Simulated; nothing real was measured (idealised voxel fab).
Name of the process module below: voxel ribs on slabs
Section shown: cut. Width: 250 nm. Cell size: 5 nm, square.
Cross-section spec: square-cell grid; bands listed top down; each band is one or more rows.
Top, bottom (nm), then materials left to right with widths (nm); lone material tagged "edge to edge" fills the whole band edge to edge; "blank" = empty space.
The level at which height equals 0 is the one under which the wafer, as it arrives, is entirely one material. No lower edge exists for the bottom band, which continues downward and is notated as in "from 0 down".
The notation "30..40" denotes a width that varies across the rows of cells in the band, beginning at the first number in the top row, finishing at the second number in the bottom row, and changing by an identical amount from each row to the next.
Step marked "nothing got changed"? Then no cell in the cross-section changed in it.
This entry, "Listed closed voids", enumerates those empty regions of no fewer than 8 cells that possess no open connection to the top. Each region is reported in the form width x height at distance, the distance being taken from the left edge, with all three quantities expressed in nm.
Anything after a step's settings on that line? It's the simulator's own note about the step.
The optional step-line setting "overlay nm" applies to steps with a mask and quantifies how far to the right of its planned location the mask lay, a negative value indicating leftward placement.
## The process steps that were planned are listed below
1,RECEIVE (material Si)
2,DIRECTIONAL_DEP (material SiO2; thk nm 25)
3,DIRECTIONAL_DEP (material polySi; thk nm 15)
4,DIRECTIONAL_DEP (material aC; thk nm 15)
5,PATTERN (tone cover; mask id RIB; material resist; width nm 20; thk nm 35; overlay nm 0)
6,DIRECTIONAL_ETCH (etch materials aC; depth nm 15)
7,STRIP (etch materials resist)
8,DIRECTIONAL_ETCH (etch materials polySi; depth nm 10)
9,STRIP (etch materials aC)
10,PATTERN (tone cover; mask id SLAB; material resist; width nm 50; thk nm 15; overlay nm 0)
11,DIRECTIONAL_ETCH (etch materials polySi; depth nm 5)
12,STRIP (etch materials resist)
13,FILL_DEP (material SiO2; thk nm 30)
14,CMP (height nm 60)
15,DIRECTIONAL_DEP (material W; thk nm 5)
16,PATTERN (tone cover; mask id HEATER; material resist; width nm 30; thk nm 20; overlay nm -15)
17,DIRECTIONAL_ETCH (etch materials W; depth nm 5)
18,STRIP (etch materials resist)
19,CONFORMAL_DEP (material SiN; thk nm 5)
The overlay nm used in step 16 is not the same on every wafer, whereas the starting condition is; the value printed in the plan is the first wafer's.
## Cross-section: the first of several wafers in its as-received state, i.e. following step 1
> from 0 down | Si edge to edge
> Listed closed voids: none
## End of the module, past its last step, step 19: how the first of several wafers looks in cross-section
> from 70 to 65 | blank 90 nm; SiN 40 nm; blank 120 nm
> from 65 to 60 | SiN 95 nm; W 30 nm; SiN 125 nm
> from 60 to 40 | SiO2 edge to edge
> from 40 to 30 | SiO2 115 nm; polySi 20 nm; SiO2 115 nm
> from 30 to 25 | SiO2 100 nm; polySi 50 nm; SiO2 100 nm
> from 25 to 0 | SiO2 edge to edge
> from 0 down | Si edge to edge
> Listed closed voids: none
## last wafer at the end
> from 70 to 65 | blank 120 nm; SiN 40 nm; blank 90 nm
> from 65 to 60 | SiN 125 nm; W 30 nm; SiN 95 nm
> from 60 to 40 | SiO2 edge to edge
> from 40 to 30 | SiO2 115 nm; polySi 20 nm; SiO2 115 nm
> from 30 to 25 | SiO2 100 nm; polySi 50 nm; SiO2 100 nm
> from 25 to 0 | SiO2 edge to edge
> from 0 down | Si edge to edge
> Listed closed voids: none
## Basically each wafer gets a line in the table, showing it at the end of the module: material by material, the cells it gained (+) or lost (-) since we got it, then its closed voids
overlay nm -15 | +52 SiN | +582 SiO2 | +6 W | +18 polySi | Listed closed voids: none
overlay nm -10 | +52 SiN | +582 SiO2 | +6 W | +18 polySi | Listed closed voids: none
overlay nm -5 | +52 SiN | +582 SiO2 | +6 W | +18 polySi | Listed closed voids: none
overlay nm 0 | +52 SiN | +582 SiO2 | +6 W | +18 polySi | Listed closed voids: none
overlay nm 5 | +52 SiN | +582 SiO2 | +6 W | +18 polySi | Listed closed voids: none
overlay nm 10 | +52 SiN | +582 SiO2 | +6 W | +18 polySi | Listed closed voids: none
overlay nm 15 | +52 SiN | +582 SiO2 | +6 W | +18 polySi | Listed closed voids: none
